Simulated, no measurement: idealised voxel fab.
process module | voxel trench capacitor
cross-section cut | 230 nm wide | cells 5 nm
A cross-section is a grid of square cells, given in bands from the top down. A band is one or more rows of cells.
Each band's line starts with the height of the band's top and of its bottom, in nm. Then come its materials from left to right, each with its width in nm. One material with "throughout" fills the band from edge to edge. "air" is empty space.
Height 0 is the level under which the wafer as received is all one material. The lowest band goes on downwards, as in "0 down".
A width such as "30 to 40" changes by the same amount from each row of cells to the next, from the band's top row to its bottom row.
"no change" after a step means that no cell of the cross-section changed.
closed voids: empty space of 8 cells or more with no open way to the top, each as width x height at its distance from the left edge, in nm
after a step's settings: what the simulator itself notes on the step
overlay nm, on a step with a mask: how far to the right of its planned place the mask lay; to the left if negative
plan
1 op RECEIVE | material Si
2 op CONFORMAL_DEP | material SiN | thk nm 10
3 op MASKED_ETCH | tone open | mask id TRENCH | width nm 20 | pitch nm 45 | etch materials SiN | depth nm 10 | overlay nm 0
4 op MASKED_ETCH | tone open | mask id TRENCH | width nm 20 | pitch nm 45 | etch materials Si | depth nm 25 | overlay nm 0
5 op CONFORMAL_DEP | material SiO2 | thk nm 5
6 op FILL_DEP | material polySi | thk nm 10
7 op CMP | height nm 10
as received, after step 1
  0 down: Si throughout
  closed voids: none
a wafer at the end: this start, this plan, one mistake
  10 to 5: polySi 55 | SiO2 5 | SiN 20 | SiO2 5 | polySi 15 | SiO2 5 | SiN 20 | SiO2 5 | polySi 15 | SiO2 5 | SiN 20 | SiO2 5 | polySi 55
  5 to 0: SiO2 60 | SiN 20 | SiO2 25 | SiN 20 | SiO2 25 | SiN 20 | SiO2 60
  0 down: Si throughout
  closed voids: none
what went wrong: step 3 ran as: op MASKED_ETCH | tone cover | mask id TRENCH | width nm 20 | pitch nm 45 | etch materials SiN | depth nm 10 | overlay nm 0
